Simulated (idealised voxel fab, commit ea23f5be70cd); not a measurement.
Process module heading - voxel ribs on slabs
For reference, the cross-section in this document is cut, with width 250 nm and square cells of 5 nm.
Notation: cross-section as square-cell grid; stated in bands, top first, going down; one or more cell rows per band.
Top height, bottom height, nm. Materials left to right, width each, nm. Single material + "throughout" = fills band edge to edge. "empty" = empty.
Heights from 0 (as-received wafer is one material below). Bottom band endless downward, as "from 0 down".
Per-row width for "30 to 40": begins at first number (top row of band), ends at second number (bottom row), increment between rows held constant.
When a step is marked "remained the same", none of the cells in the cross-section changed during that step.
Closed-off voids of 8+ cells (no open route to the top) go in "Enclosed cavity list", written width x height at distance from the left edge, in nm.
The remark found on a step's line after its settings is issued by the simulator itself and pertains to that step.
What "overlay nm" on a step's line means: if the step has a mask, that mask lay this far to the right of its planned place, or, when the value is negative, to the left.

PLANNED STEP LIST FOR THE PROCESS
1 RECEIVE [material Si]
2 DIRECTIONAL_DEP [material SiO2] [thk nm 25]
3 DIRECTIONAL_DEP [material SiN] [thk nm 15]
4 MASKED_ETCH [tone cover] [mask id RIB] [width nm 20] [etch materials SiN] [depth nm 10] [overlay nm 0]
5 MASKED_ETCH [tone cover] [mask id SLAB] [width nm 60] [etch materials SiN] [depth nm 5] [overlay nm 0]
6 FILL_DEP [material SiO2] [thk nm 20]
7 CMP [height nm 50]
8 DIRECTIONAL_DEP [material TiN] [thk nm 5]
9 MASKED_ETCH [tone cover] [mask id HEATER] [width nm 30] [etch materials TiN] [depth nm 5] [overlay nm 0]
10 CONFORMAL_DEP [material SiO2] [thk nm 5]

HERE'S WHAT THE WAFER LOOKED LIKE IN CROSS-SECTION WHEN IT ARRIVED - THAT'S AFTER STEP 1
	from 0 down  Si throughout
	Enclosed cavity list: none

HERE'S THE CROSS-SECTION OF THE FIRST OF OUR TWO WAFERS AT THE END OF THE MODULE - IT RAN AS PLANNED
	from 60 to 55  empty 105  SiO2 40  empty 105
	from 55 to 50  SiO2 110  TiN 30  SiO2 110
	from 50 to 40  SiO2 throughout
	from 40 to 30  SiO2 115  SiN 20  SiO2 115
	from 30 to 25  SiO2 95  SiN 60  SiO2 95
	from 25 to 0  SiO2 throughout
	from 0 down  Si throughout
	Enclosed cavity list: none

PRESENTED HERE IS A CROSS-SECTION OF THE SECOND OF THE TWO WAFERS AS IT STOOD AT THE END OF THE MODULE. IT WAS STARTED IN THE SAME MANNER AND ASSIGNED THE SAME PLAN AS THE FIRST WAFER; HOWEVER, ONE MISTAKE WAS MADE IN ITS EXECUTION
	from 60 to 55  empty 105  SiO2 40  empty 105
	from 55 to 50  SiO2 110  TiN 30  SiO2 110
	from 50 to 40  SiO2 throughout
	from 40 to 30  SiO2 120  SiN 15  SiO2 115
	from 30 to 25  SiO2 95  SiN 60  SiO2 95
	from 25 to 0  SiO2 throughout
	from 0 down  Si throughout
	Enclosed cavity list: none
In executing the process, a mistake was made relative to the plan: step 4 was processed under conditions differing from the plan, specifically as MASKED_ETCH [tone cover] [mask id RIB] [width nm 15] [etch materials SiN] [depth nm 10] [overlay nm 0]
Counted in cells at the end, the second wafer holds more or fewer of these materials than the first: SiN -2; SiO2 +2
